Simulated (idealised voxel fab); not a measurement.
This is a process module. Its name is voxel wiring stack.
FYI the section here is cut, 215 nm wide, cells are 5 nm squares.
If you're reading a cross-section in this doc, picture square cells in a grid; it comes to you as bands, top ones listed first down to the bottom, and a band can be one or more rows of cells. Read a band's entry like this: the first values are the height of its top and the height of its bottom in nm, and what follows is the sequence of materials from left to right, each with its width in nm. Note that "empty" is empty space, and that a single material marked "full width" reaches across the band from edge to edge. Beneath 0, the wafer as received is one material, and that level is where height counting begins. The lowest band goes on downward without a bottom; it is written like "0 -> down". Think of "30 to 40" as a width that walks from the first number to the second as you go down the band, top row to bottom row, taking equal-sized steps from row to row. "remained unchanged" -> step changed no cross-section cell. Heads up: "Unvented internal voids" only lists the empty pockets with no open path to the top that are 8 cells or more, and it writes them as width x height at distance, distance from the left edge, in nm. Text after the settings on a step's line: the simulator's own remark on that step. overlay nm, on a step with a mask: how far to the right of its planned place the mask lay; to the left if negative. What follows is a series of pairs. Each pair shows a cross-section before one process step and the cross-section after it, and the after view is drawn only down to the lowest band that changed. Beneath each pair is the step that lies between the two, with its settings. Pairs may come from different runs of this module on the same starting wafer, so a pair continues from the one above it only where its entry headed "Pre-step profile" says so.

Pre-step profile:
    110 -> 95  SiO2=70, empty=25, SiO2=25, empty=25, SiO2=70
    95 -> 85  SiO2 full width
    85 -> 80  SiCN full width
    80 -> 65  SiO2=65, SiN=5, W=25, SiN=5, SiO2=15, SiN=5, W=25, SiN=5, SiO2=65
    65 -> 60  SiN=70, TiN=25, SiN=25, TiN=25, SiN=70
    60 -> 50  lowk=70, TiN=5, W=5, TiN=5, lowk=35, TiN=5, W=5, TiN=5, lowk=80
    50 -> 45  SiCN=70, TiN=15, SiCN=35, TiN=15, SiCN=80
    45 -> 20  lowk=65, SiCN=5, W=25, SiCN=5, lowk=15, SiCN=5, W=25, SiCN=5, lowk=65
    20 -> 15  SiCN=70, TiN=25, SiCN=25, TiN=25, SiCN=70
    15 -> 0  SiO2 full width
    0 -> down  Si full width
    Unvented internal voids: none

Post-Step Cross-Section:
    130 -> 110  empty=70, resist=15, empty=130
    110 -> 95  SiO2=70, resist=15, empty=10, SiO2=25, empty=25, SiO2=70
    below 95: unchanged
    Unvented internal voids: none
Between the cross-sections above, the step performed was PATTERN [tone cover] [mask id METAL_3_HOLES] [material resist] [width nm 15] [thk nm 20] [overlay nm 0]

Pre-step profile: look at the pair above, its after cross-section is where this step starts.

Post-Step Cross-Section:
    130 -> 100  empty=70, resist=15, empty=130
    100 -> 95  SiO2=70, resist=15, empty=10, SiO2=25, empty=25, SiO2=70
    95 -> 85  SiO2=85, empty=10, SiO2=25, empty=25, SiO2=70
    below 85: unchanged
    Unvented internal voids: none
Between the cross-sections above, the step performed was DIRECTIONAL_ETCH [etch materials SiO2] [depth nm 10]

Pre-step profile: look at the pair above, its after cross-section is where this step starts.

Post-Step Cross-Section:
    130 -> 100  empty=70, resist=15, empty=130
    100 -> 95  SiO2=70, resist=15, empty=10, SiO2=25, empty=25, SiO2=70
    95 -> 85  SiO2=85, empty=10, SiO2=25, empty=25, SiO2=70
    85 -> 80  SiCN=85, empty=10, SiCN=25, empty=25, SiCN=70
    below 80: unchanged
    Unvented internal voids: none
Between the cross-sections above, the step performed was DIRECTIONAL_ETCH [etch materials SiCN] [depth nm 5]

Pre-step profile: look at the pair above, its after cross-section is where this step starts.

Post-Step Cross-Section:
    100 -> 95  SiO2=70, empty=25, SiO2=25, empty=25, SiO2=70
    below 95: unchanged
    Unvented internal voids: none
Between the cross-sections above, the step performed was STRIP [etch materials resist]

Pre-step profile: look at the pair above, its after cross-section is where this step starts.

Post-Step Cross-Section:
    105 -> 100  TiN=75, empty=15, TiN=35, empty=15, TiN=75
    100 -> 95  SiO2=70, TiN=25, SiO2=25, TiN=5, empty=15, TiN=5, SiO2=70
    95 -> 85  SiO2=85, TiN=10, SiO2=25, TiN=5, empty=15, TiN=5, SiO2=70
    85 -> 80  SiCN=85, TiN=10, SiCN=25, TiN=25, SiCN=70
    below 80: unchanged
    Unvented internal voids: none
Between the cross-sections above, the step performed was CONFORMAL_DEP [material TiN] [thk nm 5]

Pre-step profile: look at the pair above, its after cross-section is where this step starts.

Post-Step Cross-Section:
    115 -> 105  Ru full width
    105 -> 100  TiN=75, Ru=15, TiN=35, Ru=15, TiN=75
    100 -> 95  SiO2=70, TiN=25, SiO2=25, TiN=5, Ru=15, TiN=5, SiO2=70
    95 -> 85  SiO2=85, TiN=10, SiO2=25, TiN=5, Ru=15, TiN=5, SiO2=70
    below 85: unchanged
    Unvented internal voids: none
Between the cross-sections above, the step performed was FILL_DEP [material Ru] [thk nm 10]

Pre-step profile: look at the pair above, its after cross-section is where this step starts.

Post-Step Cross-Section:
    110 -> 105  Ru full width
    below 105: unchanged
    Unvented internal voids: none
Between the cross-sections above, the step performed was CMP [height nm 110]

Pre-step profile: look at the pair above, its after cross-section is where this step starts.

Post-Step Cross-Section:
    115 -> 110  SiN full width
    below 110: unchanged
    Unvented internal voids: none
Between the cross-sections above, the step performed was CONFORMAL_DEP [material SiN] [thk nm 5]
